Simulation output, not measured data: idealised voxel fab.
process module | voxel self aligned vias
cross-section cut | 300 nm wide | cells 5 nm
A cross-section is a grid of square cells, given in bands from the top down. A band is one or more rows of cells.
Each band's line starts with the height of the band's top and of its bottom, in nm. Then come its materials from left to right, each with its width in nm. One material with "throughout" fills the band from edge to edge. "air" is empty space.
Height 0 is the level under which the wafer as received is all one material. The lowest band goes on downwards, as in "0 down".
A width such as "30 to 40" changes by the same amount from each row of cells to the next, from the band's top row to its bottom row.
"no change" after a step means that no cell of the cross-section changed.
closed voids: empty space of 8 cells or more with no open way to the top, each as width x height at its distance from the left edge, in nm
after a step's settings: what the simulator itself notes on the step
overlay nm, on a step with a mask: how far to the right of its planned place the mask lay; to the left if negative
plan
1 op RECEIVE | material Si
2 op CONFORMAL_DEP | material SiO2 | thk nm 10
3 op CONFORMAL_DEP | material SiCN | thk nm 5
4 op DIRECTIONAL_DEP | material lowk | thk nm 20
5 op DIRECTIONAL_DEP | material aC | thk nm 15
6 op PATTERN | tone open | mask id LINES | material resist | width nm 25 | pitch nm 50 | thk nm 35 | overlay nm 0
7 op DIRECTIONAL_ETCH | etch materials aC | depth nm 15
8 op STRIP | etch materials resist
9 op DIRECTIONAL_ETCH | etch materials lowk | depth nm 20
10 op STRIP | etch materials aC
11 op CONFORMAL_DEP | material TiN | thk nm 5
12 op FILL_DEP | material W | thk nm 5
13 op CMP | height nm 35
14 op SELECTIVE_ETCH | etch materials W Ru TiN | depth nm 5
15 op FILL_DEP | material SiN | thk nm 5
16 op CMP | height nm 35
17 op DIRECTIONAL_DEP | material lowk | thk nm 15
18 op DIRECTIONAL_DEP | material aC | thk nm 10
19 op PATTERN | tone open | mask id VIAS | material resist | width nm 35 | thk nm 30 | overlay nm 0
20 op DIRECTIONAL_ETCH | etch materials aC | depth nm 10
21 op STRIP | etch materials resist
22 op DIRECTIONAL_ETCH | etch materials lowk | depth nm 15
23 op DIRECTIONAL_ETCH | etch materials SiN | depth nm 5
24 op STRIP | etch materials aC
25 op CONFORMAL_DEP | material TiN | thk nm 5
26 op FILL_DEP | material Cu | thk nm 5
27 op CMP | height nm 50
28 op CONFORMAL_DEP | material SiN | thk nm 5
first wafer, as planned
as received, after step 1
  0 down: Si throughout
  closed voids: none
after step 2
  10 to 0: SiO2 throughout
  below 0: unchanged
after step 3
  15 to 10: SiCN throughout
  below 10: unchanged
after step 4
  35 to 15: lowk throughout
  below 15: unchanged
after step 5
  50 to 35: aC throughout
  below 35: unchanged
after step 6
  85 to 50: resist 110 | air 25 | resist 25 | air 25 | resist 115
  below 50: unchanged
after step 7
  70 to 50: resist 110 | air 25 | resist 25 | air 25 | resist 115
  50 to 35: aC 110 | air 25 | aC 25 | air 25 | aC 115
  below 35: unchanged
after step 8
  50 to 35: aC 110 | air 25 | aC 25 | air 25 | aC 115
  below 35: unchanged
after step 9
  50 to 35: aC 110 | air 25 | aC 25 | air 25 | aC 115
  35 to 15: lowk 110 | air 25 | lowk 25 | air 25 | lowk 115
  below 15: unchanged
after step 10
  35 to 15: lowk 110 | air 25 | lowk 25 | air 25 | lowk 115
  below 15: unchanged
after step 11
  40 to 35: TiN 115 | air 15 | TiN 35 | air 15 | TiN 120
  35 to 20: lowk 110 | TiN 5 | air 15 | TiN 5 | lowk 25 | TiN 5 | air 15 | TiN 5 | lowk 115
  20 to 15: lowk 110 | TiN 25 | lowk 25 | TiN 25 | lowk 115
  below 15: unchanged
after step 12
  45 to 40: W throughout
  40 to 35: TiN 115 | W 15 | TiN 35 | W 15 | TiN 120
  35 to 20: lowk 110 | TiN 5 | W 15 | TiN 5 | lowk 25 | TiN 5 | W 15 | TiN 5 | lowk 115
  below 20: unchanged
after step 13
  35 to 20: lowk 110 | TiN 5 | W 15 | TiN 5 | lowk 25 | TiN 5 | W 15 | TiN 5 | lowk 115
  below 20: unchanged
after step 14
  35 to 30: lowk 110 | air 25 | lowk 25 | air 25 | lowk 115
  below 30: unchanged
after step 15
  40 to 35: SiN throughout
  35 to 30: lowk 110 | SiN 25 | lowk 25 | SiN 25 | lowk 115
  below 30: unchanged
after step 16
  35 to 30: lowk 110 | SiN 25 | lowk 25 | SiN 25 | lowk 115
  below 30: unchanged
after step 17
  50 to 35: lowk throughout
  below 35: unchanged
after step 18
  60 to 50: aC throughout
  below 50: unchanged
after step 19
  90 to 60: resist 105 | air 35 | resist 160
  below 60: unchanged
after step 20
  80 to 60: resist 105 | air 35 | resist 160
  60 to 50: aC 105 | air 35 | aC 160
  below 50: unchanged
after step 21
  60 to 50: aC 105 | air 35 | aC 160
  below 50: unchanged
after step 22
  60 to 50: aC 105 | air 35 | aC 160
  50 to 35: lowk 105 | air 35 | lowk 160
  below 35: unchanged
after step 23
  60 to 50: aC 105 | air 35 | aC 160
  50 to 35: lowk 105 | air 35 | lowk 160
  35 to 30: lowk 110 | air 25 | lowk 25 | SiN 25 | lowk 115
  below 30: unchanged
after step 24
  50 to 35: lowk 105 | air 35 | lowk 160
  below 35: unchanged
after step 25
  55 to 50: TiN 110 | air 25 | TiN 165
  50 to 40: lowk 105 | TiN 5 | air 25 | TiN 5 | lowk 160
  40 to 35: lowk 105 | TiN 10 | air 15 | TiN 10 | lowk 160
  35 to 30: lowk 110 | TiN 25 | lowk 25 | SiN 25 | lowk 115
  below 30: unchanged
after step 26
  60 to 55: Cu throughout
  55 to 50: TiN 110 | Cu 25 | TiN 165
  50 to 40: lowk 105 | TiN 5 | Cu 25 | TiN 5 | lowk 160
  40 to 35: lowk 105 | TiN 10 | Cu 15 | TiN 10 | lowk 160
  below 35: unchanged
after step 27
  50 to 40: lowk 105 | TiN 5 | Cu 25 | TiN 5 | lowk 160
  below 40: unchanged
after step 28
  55 to 50: SiN throughout
  below 50: unchanged
second wafer: like start, like plan, one mistake. Through step 10 it matches the first wafer
when step 11 should have ended
  40 to 35: SiN 115 | air 15 | SiN 35 | air 15 | SiN 120
  35 to 20: lowk 110 | SiN 5 | air 15 | SiN 5 | lowk 25 | SiN 5 | air 15 | SiN 5 | lowk 115
  20 to 15: lowk 110 | SiN 25 | lowk 25 | SiN 25 | lowk 115
  below 15: unchanged
when step 12 should have ended
  45 to 40: W throughout
  40 to 35: SiN 115 | W 15 | SiN 35 | W 15 | SiN 120
  35 to 20: lowk 110 | SiN 5 | W 15 | SiN 5 | lowk 25 | SiN 5 | W 15 | SiN 5 | lowk 115
  below 20: unchanged
when step 13 should have ended
  35 to 20: lowk 110 | SiN 5 | W 15 | SiN 5 | lowk 25 | SiN 5 | W 15 | SiN 5 | lowk 115
  below 20: unchanged
when step 14 should have ended
  35 to 30: lowk 110 | SiN 5 | air 15 | SiN 5 | lowk 25 | SiN 5 | air 15 | SiN 5 | lowk 115
  below 30: unchanged
when step 15 should have ended
  40 to 35: SiN throughout
  35 to 30: lowk 110 | SiN 25 | lowk 25 | SiN 25 | lowk 115
  below 30: unchanged
when step 16 should have ended
  35 to 30: lowk 110 | SiN 25 | lowk 25 | SiN 25 | lowk 115
  below 30: unchanged
when step 17 should have ended
  50 to 35: lowk throughout
  below 35: unchanged
when step 18 should have ended
  60 to 50: aC throughout
  below 50: unchanged
when step 19 should have ended
  90 to 60: resist 105 | air 35 | resist 160
  below 60: unchanged
when step 20 should have ended
  80 to 60: resist 105 | air 35 | resist 160
  60 to 50: aC 105 | air 35 | aC 160
  below 50: unchanged
when step 21 should have ended
  60 to 50: aC 105 | air 35 | aC 160
  below 50: unchanged
when step 22 should have ended
  60 to 50: aC 105 | air 35 | aC 160
  50 to 35: lowk 105 | air 35 | lowk 160
  below 35: unchanged
when step 23 should have ended
  60 to 50: aC 105 | air 35 | aC 160
  50 to 35: lowk 105 | air 35 | lowk 160
  35 to 30: lowk 110 | air 25 | lowk 25 | SiN 25 | lowk 115
  below 30: unchanged
when step 24 should have ended
  50 to 35: lowk 105 | air 35 | lowk 160
  below 35: unchanged
when step 25 should have ended
  55 to 50: TiN 110 | air 25 | TiN 165
  50 to 40: lowk 105 | TiN 5 | air 25 | TiN 5 | lowk 160
  40 to 35: lowk 105 | TiN 10 | air 15 | TiN 10 | lowk 160
  35 to 30: lowk 110 | TiN 25 | lowk 25 | SiN 25 | lowk 115
  below 30: unchanged
when step 26 should have ended
  60 to 55: Cu throughout
  55 to 50: TiN 110 | Cu 25 | TiN 165
  50 to 40: lowk 105 | TiN 5 | Cu 25 | TiN 5 | lowk 160
  40 to 35: lowk 105 | TiN 10 | Cu 15 | TiN 10 | lowk 160
  below 35: unchanged
when step 27 should have ended
  50 to 40: lowk 105 | TiN 5 | Cu 25 | TiN 5 | lowk 160
  below 40: unchanged
when step 28 should have ended
  55 to 50: SiN throughout
  below 50: unchanged
what went wrong: step 11 ran as: op CONFORMAL_DEP | material SiN | thk nm 5
at the end the second wafer has, in cells: 18 more of SiN | 18 fewer of TiN
